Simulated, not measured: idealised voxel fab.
voxel gate over fins: a process module
This is section cut - it's 250 nm across, gridded in 5 nm square cells.
Cross-section, as written here: a square-cell grid given band by band from the top down, where a band holds one or more rows of cells. Band: top height; bottom height; in nm. Then, left to right: material with width in nm, for each material. "full width": a single material spanning edge to edge. "empty": empty space. Heights are reckoned from 0. Under this level, the received wafer is all of one material. The bottommost band is open-ended downward, for example "from 0 down". The notation "30->40" denotes a width that varies across the rows of cells in the band, beginning at the first number in the top row, finishing at the second number in the bottom row, and changing by an identical amount from each row to the next. You'll sometimes find "nothing got changed" written for a step, and that's the way of saying that nowhere in the cross-section did a cell change during that step. Empty spaces without an open route to the top, at least 8 cells in extent, make up the entry "Encapsulated voids"; each is given as width x height at distance, where the distance is measured from the left edge, and all are in nm. If you see something after the settings on a step's line, that's the simulator's own remark about that step. "overlay nm" on a masked step: distance the mask lay right of its planned place, negative for left.

-- Set out below are the planned steps of the process
1 RECEIVE (material Si)
2 CONFORMAL_DEP (material SiN; thk nm 5)
3 PATTERN (tone cover; mask id FINS; material resist; width nm 15; pitch nm 35; thk nm 15; overlay nm 0)
4 DIRECTIONAL_ETCH (etch materials SiN; depth nm 5)
5 DIRECTIONAL_ETCH (etch materials Si; depth nm 40)
6 STRIP (etch materials resist)
7 FILL_DEP (material SiO2; thk nm 15)
8 CMP (height nm 5)
9 SELECTIVE_ETCH (etch materials SiO2; depth nm 15)
10 STRIP (etch materials SiN)
11 CONFORMAL_DEP (material HfO2; thk nm 5)
12 CONFORMAL_DEP (material TiN; thk nm 5)
13 FILL_DEP (material W; thk nm 10)
14 CMP (height nm 15)
15 CONFORMAL_DEP (material SiCN; thk nm 5)

-- Cross-section of the wafer upon arrival, representing the state reached after step 1
- from 0 down: Si full width
- Encapsulated voids: none

-- First of two wafers at the end of the module, shown in cross-section; run carried out as planned
- from 20 to 15: SiCN full width
- from 15 to 10: W full width
- from 10 to 5: W=70, TiN=105, W=75
- from 5 to 0: W=70, TiN=5, HfO2=25, TiN=10, HfO2=25, TiN=10, HfO2=25, TiN=5, W=75
- from 0 to -5: TiN=75, HfO2=5, Si=15, HfO2=5, TiN=10, HfO2=5, Si=15, HfO2=5, TiN=10, HfO2=5, Si=15, HfO2=5, TiN=80
- from -5 to -10: HfO2=80, Si=15, HfO2=20, Si=15, HfO2=20, Si=15, HfO2=85
- from -10 to -40: SiO2=80, Si=15, SiO2=20, Si=15, SiO2=20, Si=15, SiO2=85
- from -40 down: Si full width
- Encapsulated voids: none

-- What the second wafer looks like in cross-section once the module is done. Its start and its plan matched the first wafer's exactly; what differed was one mistake in how it was run
- from 20 to 15: SiCN full width
- from 15 to 10: W full width
- from 10 to 5: W=70, TiN=105, W=75
- from 5 to 0: W=70, TiN=5, HfO2=25, TiN=10, HfO2=25, TiN=10, HfO2=25, TiN=5, W=75
- from 0 to -15: W=70, TiN=5, HfO2=5, Si=15, HfO2=5, TiN=10, HfO2=5, Si=15, HfO2=5, TiN=10, HfO2=5, Si=15, HfO2=5, TiN=5, W=75
- from -15 to -20: TiN=75, HfO2=5, Si=15, HfO2=5, TiN=10, HfO2=5, Si=15, HfO2=5, TiN=10, HfO2=5, Si=15, HfO2=5, TiN=80
- from -20 to -25: HfO2=80, Si=15, HfO2=20, Si=15, HfO2=20, Si=15, HfO2=85
- from -25 to -40: SiO2=80, Si=15, SiO2=20, Si=15, SiO2=20, Si=15, SiO2=85
- from -40 down: Si full width
- Encapsulated voids: none
Want to know what went wrong? step 9 in the plan was executed twice
Heads up, by the end the second wafer has more or fewer cells of some materials compared to the first: HfO2 +18 | SiO2 -123 | TiN +18 | W +87
